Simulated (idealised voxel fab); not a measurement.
process module | voxel lift off
cross-section cut | 220 nm wide | cells 5 nm
A cross-section is a grid of square cells, given in bands from the top down. A band is one or more rows of cells.
Each band's line starts with the height of the band's top and of its bottom, in nm. Then come its materials from left to right, each with its width in nm. One material with "throughout" fills the band from edge to edge. "air" is empty space.
Height 0 is the level under which the wafer as received is all one material. The lowest band goes on downwards, as in "0 down".
A width such as "30 to 40" changes by the same amount from each row of cells to the next, from the band's top row to its bottom row.
"no change" after a step means that no cell of the cross-section changed.
closed voids: empty space of 8 cells or more with no open way to the top, each as width x height at its distance from the left edge, in nm
after a step's settings: what the simulator itself notes on the step
overlay nm, on a step with a mask: how far to the right of its planned place the mask lay; to the left if negative
plan
1 op RECEIVE | material Si
2 op CONFORMAL_DEP | material SiO2 | thk nm 10
3 op PATTERN | tone open | mask id LINES | material resist | width nm 20 | pitch nm 50 | thk nm 25 | overlay nm 0
4 op DIRECTIONAL_DEP | material Ru | thk nm 15
5 op STRIP | etch materials resist
6 op CONFORMAL_DEP | material SiO2 | thk nm 5
varied across the wafers: width nm of step 3. The plan shows the first wafer's value. All wafers start alike
first wafer as received, after step 1
  0 down: Si throughout
  closed voids: none
first wafer at the end, after step 6
  30 to 25: air 70 | SiO2 30 | air 20 | SiO2 30 | air 70
  25 to 15: air 70 | SiO2 5 | Ru 20 | SiO2 5 | air 20 | SiO2 5 | Ru 20 | SiO2 5 | air 70
  15 to 10: SiO2 75 | Ru 20 | SiO2 30 | Ru 20 | SiO2 75
  10 to 0: SiO2 throughout
  0 down: Si throughout
  closed voids: none
last wafer at the end
  30 to 25: air 65 | SiO2 45 | air 5 | SiO2 45 | air 60
  25 to 15: air 65 | SiO2 5 | Ru 35 | SiO2 5 | air 5 | SiO2 5 | Ru 35 | SiO2 5 | air 60
  15 to 10: SiO2 70 | Ru 35 | SiO2 15 | Ru 35 | SiO2 65
  10 to 0: SiO2 throughout
  0 down: Si throughout
  closed voids: none
each wafer at the end: cells of each material gained (+) or lost (-) since it was received, then its closed voids
width nm 20 | +24 Ru | +144 SiO2 | closed voids: none
width nm 25 | +30 Ru | +144 SiO2 | closed voids: none
width nm 30 | +36 Ru | +144 SiO2 | closed voids: none
width nm 35 | +42 Ru | +144 SiO2 | closed voids: none
